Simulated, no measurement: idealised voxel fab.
voxel capacitor over wiring: a process module
Square cell edge 5 nm, section width 290 nm, ID cut.
Heads up, the way a cross-section reads in here is a grid of square cells, handed over as bands from the top down, with every band being one or more rows of cells. Top, bottom (nm), then materials left to right with widths (nm); lone material tagged "edge to edge" fills the whole band edge to edge; "empty" = empty space. The level at which height equals 0 is the one under which the wafer, as it arrives, is entirely one material. No lower edge exists for the bottom band, which continues downward and is notated as in "z 0 and below". Top row gets the first number, bottom row gets the second, and each row in between changes by the same step: that is how a band width like "30..40" works. "no change occurred" means the step left every cell of the cross-section as it was. Each empty space that has no open way to the top and spans at least 8 cells appears under "Cavities, sealed" as width x height at distance, the distance counted from the left edge, all in nm. Anything after a step's settings on that line? It's the simulator's own note about the step. overlay nm: on a step with a mask, how far right of its planned place the mask lay; negative means left.
-- Intended process steps
1: RECEIVE, material Si
2: CONFORMAL_DEP, material SiO2, thk nm 10
3: CONFORMAL_DEP, material SiN, thk nm 5
4: DIRECTIONAL_DEP, material SiO2, thk nm 25
5: PATTERN, tone open, mask id METAL_1, material resist, width nm 20, pitch nm 75, thk nm 15, overlay nm 0
6: DIRECTIONAL_ETCH, etch materials SiO2, depth nm 25
7: DIRECTIONAL_ETCH, etch materials SiN, depth nm 5
8: STRIP, etch materials resist
9: CONFORMAL_DEP, material TiN, thk nm 5
10: FILL_DEP, material Cu, thk nm 5
11: CMP, height nm 40
12: CONFORMAL_DEP, material SiCN, thk nm 5
13: DIRECTIONAL_DEP, material SiO2, thk nm 15
14: DIRECTIONAL_DEP, material aC, thk nm 15
15: PATTERN, tone open, mask id PLUG_1, material resist, width nm 15, thk nm 35, overlay nm 0
16: DIRECTIONAL_ETCH, etch materials aC, depth nm 15
17: STRIP, etch materials resist
18: DIRECTIONAL_ETCH, etch materials SiO2, depth nm 15
19: DIRECTIONAL_ETCH, etch materials SiCN, depth nm 5
20: STRIP, etch materials aC
21: EPI, material Ru, thk nm 10
22: EPI, material Ru, thk nm 10
23: DIRECTIONAL_DEP, material TiN, thk nm 5
24: DIRECTIONAL_DEP, material Al2O3, thk nm 5
25: DIRECTIONAL_DEP, material TiN, thk nm 5
26: MASKED_ETCH, tone cover, mask id UPPER_PLATE, width nm 60, etch materials TiN, depth nm 5, overlay nm 0
27: MASKED_ETCH, tone cover, mask id UPPER_PLATE, width nm 60, etch materials Al2O3, depth nm 5, overlay nm 0
28: MASKED_ETCH, tone cover, mask id LOWER_PLATE, width nm 70, etch materials TiN, depth nm 5, overlay nm 0
29: FILL_DEP, material SiO2, thk nm 15
30: CMP, height nm 85
31: PATTERN, tone open, mask id PLUG_2, material resist, width nm 15, thk nm 20, overlay nm 0
32: DIRECTIONAL_ETCH, etch materials SiO2, depth nm 10
33: STRIP, etch materials resist
34: CONFORMAL_DEP, material TiN, thk nm 5
35: FILL_DEP, material Ru, thk nm 5
36: CMP, height nm 85
37: CONFORMAL_DEP, material SiCN, thk nm 5
-- Incoming wafer in cross-section (state: after step 1)
  z 0 and below | Si edge to edge
  Cavities, sealed: none
-- The first of the two wafers as seen in cross-section once the module was finished; processing followed the plan
  z 90 to 85 | SiCN edge to edge
  z 85 to 80 | SiO2 110 nm; TiN 5 nm; Ru 5 nm; TiN 5 nm; SiO2 165 nm
  z 80 to 70 | SiO2 110..100 nm; TiN 15..60 nm; SiO2 165..130 nm
  z 70 to 65 | SiO2 100 nm; Al2O3 60 nm; SiO2 130 nm
  z 65 to 60 | SiO2 95 nm; TiN 70 nm; SiO2 125 nm
  z 60 to 45 | SiO2 100 nm; Ru 15 nm; SiO2 175 nm
  z 45 to 40 | SiCN 100 nm; Ru 15 nm; SiCN 175 nm
  z 40 to 15 | SiO2 95 nm; TiN 5 nm; Cu 10 nm; TiN 5 nm; SiO2 55 nm; TiN 5 nm; Cu 10 nm; TiN 5 nm; SiO2 100 nm
  z 15 to 10 | SiN 95 nm; TiN 20 nm; SiN 55 nm; TiN 20 nm; SiN 100 nm
  z 10 to 0 | SiO2 edge to edge
  z 0 and below | Si edge to edge
  Cavities, sealed: none
-- Cross-section, second wafer: same start as the first, same plan as the first, one mistake in running it; taken at the end of the module
  z 90 to 85 | SiCN edge to edge
  z 85 to 80 | SiO2 110 nm; TiN 5 nm; Ru 5 nm; TiN 5 nm; SiO2 165 nm
  z 80 to 70 | SiO2 110..100 nm; TiN 15..60 nm; SiO2 165..130 nm
  z 70 to 65 | SiO2 100 nm; Al2O3 60 nm; SiO2 130 nm
  z 65 to 60 | SiO2 95 nm; TiN 70 nm; SiO2 125 nm
  z 60 to 45 | SiO2 100 nm; Ru 15 nm; SiO2 175 nm
  z 45 to 40 | SiCN 100 nm; Ru 15 nm; SiCN 175 nm
  z 40 to 20 | SiO2 95 nm; TiN 5 nm; Cu 10 nm; TiN 5 nm; SiO2 55 nm; TiN 5 nm; Cu 10 nm; TiN 5 nm; SiO2 100 nm
  z 20 to 15 | SiO2 95 nm; TiN 20 nm; SiO2 55 nm; TiN 20 nm; SiO2 100 nm
  z 15 to 5 | SiO2 edge to edge
  z 5 to 0 | SiN edge to edge
  z 0 and below | Si edge to edge
  Cavities, sealed: none
what went wrong: order of steps 2 and 3 inverted relative to the plan
FYI, end of process, the second wafer has more or fewer cells of some materials than the first: 4 fewer of Cu, 8 more of SiN, 4 fewer of TiN
